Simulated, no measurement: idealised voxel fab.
Presented below is a process module, voxel self aligned contacts.
We display cut, a cross-section 265 nm in width whose square cells are each 5 nm.
Bands, listed from the top down, are how a cross-section gets written in this document; the cross-section itself is a grid of square cells, and a band is one or more rows of them. Heads up on the band format: heights come first, top then bottom, in nm. After that it's the materials left to right, each with its width in nm. A single material flagged "all across" fills the whole band edge to edge, and "air" means there's empty space there. Heights are measured from 0, the level below which the as-received wafer is all one material; the lowest band has no bottom and continues downward, written as in "0 nm and below". Read "30->40" as a graded width: first number on top, second number at the bottom, same change between each pair of neighbouring rows. Step note "everything unchanged" = no cross-section cell changed. So "Closed cavity list" is basically the list of trapped voids: any empty space of 8 cells or more that can't reach the top through an opening. They're written width x height at distance, the distance being from the left edge, and it's all nm. Past the settings on a step's line: simulator remark, on that step. A step line may carry the setting "overlay nm", which, for steps involving a mask, states the distance by which the mask lay to the right of its intended position; negative values denote displacement to the left.
So here's the lineup of process steps we planned:
- 1: RECEIVE, material Si
- 2: OXIDIZE, depth nm 5
- 3: DIRECTIONAL_DEP, material polySi, thk nm 20
- 4: DIRECTIONAL_DEP, material SiN, thk nm 20
- 5: MASKED_ETCH, tone cover, mask id GATE, width nm 35, pitch nm 60, etch materials SiN, depth nm 20, overlay nm 0
- 6: MASKED_ETCH, tone cover, mask id GATE, width nm 35, pitch nm 60, etch materials polySi, depth nm 20, overlay nm 0
- 7: CONFORMAL_DEP, material SiN, thk nm 5
- 8: DIRECTIONAL_ETCH, etch materials SiN, depth nm 5
- 9: FILL_DEP, material SiO2, thk nm 10
- 10: CMP, height nm 45
- 11: PATTERN, tone open, mask id CONTACT, material resist, width nm 45, thk nm 20, overlay nm 0
- 12: DIRECTIONAL_ETCH, etch materials SiO2, depth nm 50
- 13: STRIP, etch materials resist
- 14: CONFORMAL_DEP, material TiN, thk nm 5
- 15: FILL_DEP, material W, thk nm 10
- 16: CMP, height nm 45
- 17: CONFORMAL_DEP, material SiN, thk nm 5
As-received wafer cross-section (after step 1):
* 0 nm and below: Si all across
* Closed cavity list: none
Cross-sectional result after module completion. Note: starting condition and plan are unchanged from above; one processing mistake was made:
* 55 nm to 50 nm: SiN all across
* 50 nm to 45 nm: TiN (115), W (35), TiN (115)
* 45 nm to 40 nm: SiO2 (110), TiN (20), W (5), TiN (20), SiO2 (110)
* 40 nm to 20 nm: SiO2 (80), SiN (45), TiN (5), W (5), TiN (5), SiN (45), SiO2 (80)
* 20 nm to 0 nm: SiO2 (80), SiN (5), polySi (35), SiN (5), TiN (5), W (5), TiN (5), SiN (5), polySi (35), SiN (5), SiO2 (80)
* 0 nm to -5 nm: SiO2 (125), TiN (15), SiO2 (125)
* -5 nm and below: Si all across
* Closed cavity list: none
Plan not followed: planned and actual differ for step 16; actual: CMP, height nm 50
